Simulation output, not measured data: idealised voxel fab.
Process module under the name voxel released beams
Each square cell in cross-section cut measures 5 nm, and the section as a whole is 185 nm wide.
Cross-section format: a grid of square cells, given as bands from top to bottom; each band is one or more rows of cells.
Band entry format. Leading values: height of top, height of bottom, nm. Remainder: materials in left-to-right order, each with its width in nm. Special words: "edge to edge" on a single material, which then fills the band edge to edge; "empty", empty space.
Note: height 0 marks the level under which the wafer is uniformly one material as received. Lowest band unbounded below, written "0 nm and below".
Top row gets the first number, bottom row gets the second, and each row in between changes by the same step: that is how a band width like "30..40" works.
The cross-section has no changed cell in any step marked "no modifications".
This entry, "Sealed cavities", enumerates those empty regions of no fewer than 8 cells that possess no open connection to the top. Each region is reported in the form width x height at distance, the distance being taken from the left edge, with all three quantities expressed in nm.
Whatever follows a step's settings on its line is a remark the simulator itself makes about that step.
A step's line can hold "overlay nm"; with a mask on that step, the setting says how far right of the planned place the mask lay, while a negative setting says it lay to the left.
# Steps planned for the process
| 1 | RECEIVE | material Si |
| 2 | CONFORMAL_DEP | material Al2O3 | thk nm 5 |
| 3 | DIRECTIONAL_DEP | material SiO2 | thk nm 10 |
| 4 | DIRECTIONAL_DEP | material aC | thk nm 10 |
| 5 | PATTERN | tone open | mask id ANCHOR | material resist | width nm 35 | thk nm 30 | overlay nm 0 |
| 6 | DIRECTIONAL_ETCH | etch materials aC | depth nm 10 |
| 7 | STRIP | etch materials resist |
| 8 | DIRECTIONAL_ETCH | etch materials SiO2 | depth nm 10 |
| 9 | STRIP | etch materials aC |
| 10 | CONFORMAL_DEP | material polySi | thk nm 10 |
| 11 | MASKED_ETCH | tone cover | mask id BEAM | width nm 95 | etch materials polySi | depth nm 5 | overlay nm 0 |
| 12 | STRIP | etch materials SiO2 |
The wafers in this document start out alike and differ in the depth nm applied at step 11; the plan shows the value used for the first wafer.
# As-received state after step 1, first of several wafers, cross-section
* 0 nm and below  Si edge to edge
* Sealed cavities: none
# Module finished, last step 12 done: cross-section of the first of several wafers
* 25 nm to 20 nm  empty: 40 | polySi: 15 | empty: 15 | polySi: 65 | empty: 50
* 20 nm to 15 nm  polySi: 55 | empty: 15 | polySi: 115
* 15 nm to 5 nm  SiO2: 45 | polySi: 35 | SiO2: 105
* 5 nm to 0 nm  Al2O3 edge to edge
* 0 nm and below  Si edge to edge
* Sealed cavities: none
# The module's end: a cross-section of the last wafer
* 25 nm to 15 nm  empty: 40 | polySi: 15 | empty: 15 | polySi: 65 | empty: 50
* 15 nm to 5 nm  empty: 45 | polySi: 35 | empty: 105
* 5 nm to 0 nm  Al2O3 edge to edge
* 0 nm and below  Si edge to edge
* Sealed cavities: none
# The rows of the table below are wafers. Looking at the end of the module, a row counts, for every material, the cells the wafer has gained, shown as (+), or lost, shown as (-), since it was received; its closed voids come next
depth nm 5, +37 Al2O3, +60 SiO2, +64 polySi, Sealed cavities: none
depth nm 10, +37 Al2O3, +46 polySi, Sealed cavities: none
depth nm 15, +37 Al2O3, +46 polySi, Sealed cavities: none
depth nm 20, +37 Al2O3, +46 polySi, Sealed cavities: none
depth nm 25, +37 Al2O3, +46 polySi, Sealed cavities: none
